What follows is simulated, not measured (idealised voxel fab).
This section sets out a process module, namely voxel ribs on slabs.
Xsec cut, 250 nm wide, square cell size 5 nm.
Cross-section = grid of square cells, listed top down in bands; band = one or more rows. Per band: top height and bottom height in nm, followed by the left-to-right materials and their widths in nm; "edge to edge" marks a single material spanning edge to edge, "blank" marks empty space. The level at which height equals 0 is the one under which the wafer, as it arrives, is entirely one material. No lower edge exists for the bottom band, which continues downward and is notated as in "from 0 down". Graded width ("30->40"): value in top row of band = first number; value in bottom row = second number; row-to-row change constant. For the purposes of this document, the phrase "identical to before" attached to a step denotes that no cell within the cross-section was modified by that step. The list in "Enclosed voids" covers empty spaces of 8 cells or more that cannot reach the top through any open way, and it gives each as width x height at distance; the distance is from the left edge, and width, height and distance are in nm. Note: text after step settings on the step line = simulator remark on that step. Among the settings permitted on a step's line is "overlay nm"; applied to a step with a mask, it specifies the extent to which the mask lay to the right of its planned position, whereas a negative figure signifies a position to the left.

Process steps - plan
1. RECEIVE [material Si]
2. DIRECTIONAL_DEP [material SiO2] [thk nm 20]
3. DIRECTIONAL_DEP [material polySi] [thk nm 20]
4. MASKED_ETCH [tone cover] [mask id RIB] [width nm 20] [etch materials polySi] [depth nm 5] [overlay nm 0]
5. DIRECTIONAL_DEP [material aC] [thk nm 10]
6. PATTERN [tone cover] [mask id SLAB] [material resist] [width nm 80] [thk nm 30] [overlay nm 0]
7. DIRECTIONAL_ETCH [etch materials aC] [depth nm 10]
8. STRIP [etch materials resist]
9. DIRECTIONAL_ETCH [etch materials polySi] [depth nm 15]
10. STRIP [etch materials aC]
11. FILL_DEP [material SiO2] [thk nm 30]
12. CMP [height nm 60]
13. DIRECTIONAL_DEP [material W] [thk nm 5]
14. MASKED_ETCH [tone cover] [mask id HEATER] [width nm 30] [etch materials W] [depth nm 5] [overlay nm 0]
15. CONFORMAL_DEP [material SiN] [thk nm 10]

First of two wafers - as planned

The cross-section here shows the wafer as received, i.e. in its state after step 1
- from 0 down = Si edge to edge
- Enclosed voids: none

Presented here is a cross-section of the wafer after step 2 has been performed
- from 20 to 0 = SiO2 edge to edge
- Everything below 0 is unchanged.

Presented here is a cross-section of the wafer after step 3 has been performed
- from 40 to 20 = polySi edge to edge
- Everything below 20 is unchanged.

Presented here is a cross-section of the wafer after step 4 has been performed
- from 40 to 35 = blank (115), then polySi (20), then blank (115)
- Everything below 35 is unchanged.

Presented here is a cross-section of the wafer after step 5 has been performed
- from 50 to 45 = blank (115), then aC (20), then blank (115)
- from 45 to 40 = aC edge to edge
- from 40 to 35 = aC (115), then polySi (20), then aC (115)
- Everything below 35 is unchanged.

Presented here is a cross-section of the wafer after step 6 has been performed
- from 80 to 50 = blank (85), then resist (80), then blank (85)
- from 50 to 45 = blank (85), then resist (30), then aC (20), then resist (30), then blank (85)
- Everything below 45 is unchanged.

Presented here is a cross-section of the wafer after step 7 has been performed
- from 70 to 50 = blank (85), then resist (80), then blank (85)
- from 50 to 45 = blank (85), then resist (30), then aC (20), then resist (30), then blank (85)
- from 45 to 40 = blank (85), then aC (80), then blank (85)
- from 40 to 35 = blank (85), then aC (30), then polySi (20), then aC (30), then blank (85)
- Everything below 35 is unchanged.

Presented here is a cross-section of the wafer after step 8 has been performed
- from 50 to 40 = blank (115->85), then aC (20->80), then blank (115->85)
- Everything below 40 is unchanged.

Presented here is a cross-section of the wafer after step 9 has been performed
- from 50 to 40 = blank (115->85), then aC (20->80), then blank (115->85)
- from 40 to 35 = blank (85), then aC (30), then polySi (20), then aC (30), then blank (85)
- from 35 to 20 = blank (85), then polySi (80), then blank (85)
- Everything below 20 is unchanged.

Presented here is a cross-section of the wafer after step 10 has been performed
- from 40 to 35 = blank (115), then polySi (20), then blank (115)
- Everything below 35 is unchanged.

Presented here is a cross-section of the wafer after step 11 has been performed
- from 70 to 40 = SiO2 edge to edge
- from 40 to 35 = SiO2 (115), then polySi (20), then SiO2 (115)
- from 35 to 20 = SiO2 (85), then polySi (80), then SiO2 (85)
- Everything below 20 is unchanged.

Presented here is a cross-section of the wafer after step 12 has been performed
- from 60 to 40 = SiO2 edge to edge
- Everything below 40 is unchanged.

Presented here is a cross-section of the wafer after step 13 has been performed
- from 65 to 60 = W edge to edge
- Everything below 60 is unchanged.

Presented here is a cross-section of the wafer after step 14 has been performed
- from 65 to 60 = blank (110), then W (30), then blank (110)
- Everything below 60 is unchanged.

Presented here is a cross-section of the wafer after step 15 has been performed
- from 75 to 70 = blank (100), then SiN (50), then blank (100)
- from 70 to 65 = SiN edge to edge
- from 65 to 60 = SiN (110), then W (30), then SiN (110)
- Everything below 60 is unchanged.

Okay, second wafer. Nothing different at the start, nothing different in the plan, just one mistake somewhere in the running. As far as step 14, counting that step, it's the first wafer all over again

Cross-sectional representation of the second wafer at the time designated in the plan for the completion of step 15: identical to before
Error vs. plan: it should be noted that step 15 of the plan was omitted and was not performed
Per the end-of-run cell counts, the second wafer holds more or fewer of some materials than the first: 104 fewer of SiN
